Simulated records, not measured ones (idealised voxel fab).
The process module that follows is named voxel self aligned vias.
cross-section cut | 295 nm wide | cells 5 nm
Square cells in a grid make up a cross-section in this document, and the grid is given as bands, listed from the top down, each one or more rows of cells.
Each band's line starts with the height of the band's top and of its bottom, in nm. Then come its materials from left to right, each with its width in nm. One material with "all across" fills the band from edge to edge. "empty" is empty space.
It should be noted that heights are counted from 0, beneath which the wafer as supplied is of one material throughout, and that the lowest band possesses no lower boundary but continues downward, as written in "0 down".
Per-row width for "30 to 40": begins at first number (top row of band), ends at second number (bottom row), increment between rows held constant.
The designation "same as before", where it is given for a processing step, indicates that no cell of the cross-section was altered in the course of that step.
If an empty space has no open way to the top and is at least 8 cells in size, "closed voids" lists it, written width x height at distance, where distance is measured from the left edge and every value is in nm.
It should be noted that, on the line of a given step, the content following the step's settings is a remark produced by the simulator itself with respect to that step.
Steps that use a mask can have "overlay nm" on their line. It says how far the mask sat to the right of where it was meant to be. Negative means to the left.
-- Process steps foreseen in the plan
- 1: RECEIVE, material Si
- 2: CONFORMAL_DEP, material SiO2, thk nm 15
- 3: CONFORMAL_DEP, material SiCN, thk nm 5
- 4: DIRECTIONAL_DEP, material lowk, thk nm 20
- 5: PATTERN, tone open, mask id LINES, material resist, width nm 30, pitch nm 55, thk nm 15, overlay nm 0
- 6: DIRECTIONAL_ETCH, etch materials lowk, depth nm 20
- 7: STRIP, etch materials resist
- 8: CONFORMAL_DEP, material TiN, thk nm 5
- 9: FILL_DEP, material W, thk nm 10
- 10: CMP, height nm 40
- 11: SELECTIVE_ETCH, etch materials W Ru TiN, depth nm 5
- 12: FILL_DEP, material SiN, thk nm 5
- 13: CMP, height nm 40
- 14: DIRECTIONAL_DEP, material lowk, thk nm 15
- 15: MASKED_ETCH, tone open, mask id VIAS, width nm 30, pitch nm 110, etch materials lowk, depth nm 15, overlay nm 0
- 16: MASKED_ETCH, tone open, mask id VIAS, width nm 40, pitch nm 110, etch materials SiN, depth nm 5, overlay nm 0
- 17: CONFORMAL_DEP, material TiN, thk nm 5
- 18: FILL_DEP, material W, thk nm 5
- 19: CMP, height nm 55
- 20: CONFORMAL_DEP, material SiCN, thk nm 5
varied across the wafers: width nm of step 15. The plan shows the first wafer's value. All wafers start alike
-- Cross-section, first of several wafers, as delivered after step 1
0 down = Si all across
closed voids: none
-- Take any row and you have a wafer at the end of the module: how many cells of each material it has gained (+) or lost (-) since it was received, and then its closed voids
width nm 30; +118 SiCN; +6 SiN; +177 SiO2; +54 TiN; +48 W; +305 lowk; closed voids: none
width nm 35; +118 SiCN; +6 SiN; +177 SiO2; +56 TiN; +52 W; +299 lowk; closed voids: none
width nm 40; +118 SiCN; +6 SiN; +177 SiO2; +58 TiN; +56 W; +293 lowk; closed voids: none
width nm 45; +118 SiCN; +6 SiN; +177 SiO2; +60 TiN; +60 W; +287 lowk; closed voids: none
width nm 50; +118 SiCN; +6 SiN; +177 SiO2; +62 TiN; +64 W; +281 lowk; closed voids: none
width nm 55; +118 SiCN; +6 SiN; +177 SiO2; +64 TiN; +68 W; +275 lowk; closed voids: none
